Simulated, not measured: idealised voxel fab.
process module | voxel transistor to metal
cross-section cut | 150 nm wide | cells 5 nm
A cross-section is a grid of square cells, given in bands from the top down. A band is one or more rows of cells.
Each band's line starts with the height of the band's top and of its bottom, in nm. Then come its materials from left to right, each with its width in nm. One material with "throughout" fills the band from edge to edge. "air" is empty space.
Height 0 is the level under which the wafer as received is all one material. The lowest band goes on downwards, as in "0 down".
A width such as "30 to 40" changes by the same amount from each row of cells to the next, from the band's top row to its bottom row.
"no change" after a step means that no cell of the cross-section changed.
closed voids: empty space of 8 cells or more with no open way to the top, each as width x height at its distance from the left edge, in nm
after a step's settings: what the simulator itself notes on the step
overlay nm, on a step with a mask: how far to the right of its planned place the mask lay; to the left if negative
plan
1 op RECEIVE | material Si
2 op CONFORMAL_DEP | material SiO2 | thk nm 5
3 op CONFORMAL_DEP | material SiN | thk nm 15
4 op MASKED_ETCH | tone cover | mask id ACTIVE | width nm 105 | etch materials SiN | depth nm 15 | overlay nm 0
5 op MASKED_ETCH | tone cover | mask id ACTIVE | width nm 105 | etch materials SiO2 | depth nm 5 | overlay nm 0
6 op MASKED_ETCH | tone cover | mask id ACTIVE | width nm 105 | etch materials Si | depth nm 30 | overlay nm 0
7 op FILL_DEP | material SiO2 | thk nm 10
8 op CMP | height nm 20
9 op SELECTIVE_ETCH | etch materials SiO2 | depth nm 10
10 op STRIP | etch materials SiN
11 op SELECTIVE_ETCH | etch materials SiO2 | depth nm 5
12 op OXIDIZE | depth nm 5
13 op DIRECTIONAL_DEP | material polySi | thk nm 20
14 op DIRECTIONAL_DEP | material SiCN | thk nm 10
15 op MASKED_ETCH | tone cover | mask id GATE | width nm 25 | etch materials SiCN | depth nm 20 | overlay nm 0
16 op MASKED_ETCH | tone cover | mask id GATE | width nm 25 | etch materials polySi | depth nm 30 | overlay nm 0
17 op CONFORMAL_DEP | material SiN | thk nm 5
18 op DIRECTIONAL_ETCH | etch materials SiN | depth nm 5
19 op DIRECTIONAL_ETCH | etch materials SiO2 | depth nm 5
20 op EPI | material nSi | thk nm 5
21 op FILL_DEP | material SiO2 | thk nm 10
22 op CMP | height nm 30
23 op DIRECTIONAL_DEP | material SiO2 | thk nm 10
24 op MASKED_ETCH | tone open | mask id CONTACT | width nm 15 | pitch nm 80 | etch materials SiO2 | depth nm 40 | overlay nm 0
25 op CONFORMAL_DEP | material TiN | thk nm 5
26 op FILL_DEP | material W | thk nm 10
27 op CMP | height nm 40
28 op CONFORMAL_DEP | material SiCN | thk nm 5
29 op DIRECTIONAL_DEP | material SiO2 | thk nm 15
30 op MASKED_ETCH | tone open | mask id METAL_1 | width nm 15 | pitch nm 80 | etch materials SiO2 | depth nm 15 | overlay nm 0
31 op MASKED_ETCH | tone open | mask id METAL_1 | width nm 15 | pitch nm 80 | etch materials SiCN | depth nm 5 | overlay nm 0
32 op CONFORMAL_DEP | material TiN | thk nm 5
33 op FILL_DEP | material Cu | thk nm 10
34 op CMP | height nm 60
35 op CONFORMAL_DEP | material SiCN | thk nm 5
36 op DIRECTIONAL_DEP | material SiO2 | thk nm 25
37 op MASKED_ETCH | tone open | mask id METAL_2 | width nm 15 | pitch nm 80 | etch materials SiO2 | depth nm 15 | overlay nm 0
38 op MASKED_ETCH | tone open | mask id METAL_2_HOLES | width nm 15 | pitch nm 80 | etch materials SiO2 | depth nm 10 | overlay nm 0
39 op MASKED_ETCH | tone open | mask id METAL_2_HOLES | width nm 15 | pitch nm 80 | etch materials SiCN | depth nm 5 | overlay nm 0
40 op CONFORMAL_DEP | material TiN | thk nm 5
41 op FILL_DEP | material Ru | thk nm 10
42 op CMP | height nm 90
43 op CONFORMAL_DEP | material SiN | thk nm 5
as received, after step 1
  0 down: Si throughout
  closed voids: none
first wafer at the end, as planned
  95 to 90: SiN throughout
  90 to 65: SiO2 25 | TiN 5 | Ru 5 | TiN 5 | SiO2 65 | TiN 5 | Ru 5 | TiN 5 | SiO2 30
  65 to 60: SiCN 25 | TiN 15 | SiCN 65 | TiN 15 | SiCN 30
  60 to 45: SiO2 25 | TiN 5 | Cu 5 | TiN 5 | SiO2 65 | TiN 5 | Cu 5 | TiN 5 | SiO2 30
  45 to 40: SiCN 25 | TiN 15 | SiCN 65 | TiN 15 | SiCN 30
  40 to 30: SiO2 25 | TiN 5 | W 5 | TiN 5 | SiO2 65 | TiN 5 | W 5 | TiN 5 | SiO2 30
  30 to 20: SiO2 25 | TiN 5 | W 5 | TiN 5 | SiO2 15 | SiN 5 | SiCN 25 | SiN 5 | SiO2 15 | TiN 5 | W 5 | TiN 5 | SiO2 30
  20 to 5: SiO2 25 | TiN 5 | W 5 | TiN 5 | SiO2 15 | SiN 5 | polySi 25 | SiN 5 | SiO2 15 | TiN 5 | W 5 | TiN 5 | SiO2 30
  5 to 0: SiO2 15 | SiN 5 | SiO2 5 | TiN 15 | SiO2 15 | SiN 5 | polySi 25 | SiN 5 | SiO2 15 | TiN 15 | SiO2 5 | SiN 5 | SiO2 20
  0 to -5: SiO2 20 | nSi 35 | SiO2 35 | nSi 35 | SiO2 25
  -5 to -30: SiO2 20 | Si 105 | SiO2 25
  -30 down: Si throughout
  closed voids: none
second wafer at the end: like start, like plan, one mistake
  95 to 90: SiN throughout
  90 to 85: SiCN 25 | TiN 15 | SiCN 65 | TiN 15 | SiCN 30
  85 to 60: SiO2 throughout
  60 to 45: SiO2 25 | TiN 5 | Cu 5 | TiN 5 | SiO2 65 | TiN 5 | Cu 5 | TiN 5 | SiO2 30
  45 to 40: SiCN 25 | TiN 15 | SiCN 65 | TiN 15 | SiCN 30
  40 to 30: SiO2 25 | TiN 5 | W 5 | TiN 5 | SiO2 65 | TiN 5 | W 5 | TiN 5 | SiO2 30
  30 to 20: SiO2 25 | TiN 5 | W 5 | TiN 5 | SiO2 15 | SiN 5 | SiCN 25 | SiN 5 | SiO2 15 | TiN 5 | W 5 | TiN 5 | SiO2 30
  20 to 5: SiO2 25 | TiN 5 | W 5 | TiN 5 | SiO2 15 | SiN 5 | polySi 25 | SiN 5 | SiO2 15 | TiN 5 | W 5 | TiN 5 | SiO2 30
  5 to 0: SiO2 15 | SiN 5 | SiO2 5 | TiN 15 | SiO2 15 | SiN 5 | polySi 25 | SiN 5 | SiO2 15 | TiN 15 | SiO2 5 | SiN 5 | SiO2 20
  0 to -5: SiO2 20 | nSi 35 | SiO2 35 | nSi 35 | SiO2 25
  -5 to -30: SiO2 20 | Si 105 | SiO2 25
  -30 down: Si throughout
  closed voids: none
what went wrong: steps 35 and 36 were swapped
at the end the second wafer has, in cells: 10 fewer of Ru | 30 more of SiO2 | 20 fewer of TiN
